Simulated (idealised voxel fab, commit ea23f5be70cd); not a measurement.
Herein follows the process module entitled voxel quadruple lines.
Square cell edge 5 nm, section width 290 nm, ID cut.
Think of the cross-section as a grid of square cells. We describe it in bands, top to bottom, and each band covers one or more rows of those cells. It is stipulated that each band's entry specify, in nanometres, the height of the top of the band and then that of its bottom, followed by the materials of the band in left-to-right sequence, each together with its width in nanometres. A single material marked by the word "everywhere" is understood to fill the band from edge to edge; the word "air" is understood to denote empty space. Measure heights from 0. That's the level where, below it, the as-received wafer is all one material. The lowest band is bottomless and extends downward; write it as in "0 -> down". Quick explanation for "30->40": the width changes in equal steps down the rows of cells, from the first number in the band's top row to the second number in its bottom row. "left unchanged" means the step left every cell of the cross-section as it was. Entry "Cavities, closed" = empty spaces >= 8 cells with no open way to the top; each as width x height at distance, distance from left edge, all nm. Text after the settings on a step's line: the simulator's own remark on that step. "overlay nm" on a masked step: distance the mask lay right of its planned place, negative for left.

# The process steps that were planned are listed below
step 1: op RECEIVE | material Si
step 2: op CONFORMAL_DEP | material SiO2 | thk nm 10
step 3: op DIRECTIONAL_DEP | material Ru | thk nm 10
step 4: op DIRECTIONAL_DEP | material polySi | thk nm 15
step 5: op DIRECTIONAL_DEP | material aC | thk nm 20
step 6: op PATTERN | tone cover | mask id MANDREL | material resist | width nm 20 | thk nm 25 | overlay nm 0
step 7: op DIRECTIONAL_ETCH | etch materials aC | depth nm 20
step 8: op STRIP | etch materials resist
step 9: op CONFORMAL_DEP | material SiO2 | thk nm 10
step 10: op DIRECTIONAL_ETCH | etch materials SiO2 | depth nm 10
step 11: op STRIP | etch materials aC
step 12: op DIRECTIONAL_ETCH | etch materials polySi | depth nm 15
step 13: op STRIP | etch materials SiO2
step 14: op CONFORMAL_DEP | material SiCN | thk nm 5
step 15: op DIRECTIONAL_ETCH | etch materials SiCN | depth nm 5
step 16: op STRIP | etch materials polySi
step 17: op DIRECTIONAL_ETCH | etch materials Ru | depth nm 10
step 18: op STRIP | etch materials SiCN
step 19: op FILL_DEP | material SiO2 | thk nm 10
step 20: op CMP | height nm 20

# As-received state of the wafer in cross-section, equivalent to post-step 1
> 0 -> down: Si everywhere
> Cavities, closed: none

# Starting structure and process plan are as shown above, but one mistake was made in running the module; the wafer cross-section at the end of the module follows
> 20 -> 10: SiO2: 130 / Ru: 5 / SiO2: 10 / Ru: 5 / SiO2: 10 / Ru: 5 / SiO2: 10 / Ru: 5 / SiO2: 110
> 10 -> 0: SiO2 everywhere
> 0 -> down: Si everywhere
> Cavities, closed: none
The plan and the run diverged here: step 6 deviated from plan and actually ran as op PATTERN | tone cover | mask id MANDREL | material resist | width nm 20 | thk nm 25 | overlay nm 10
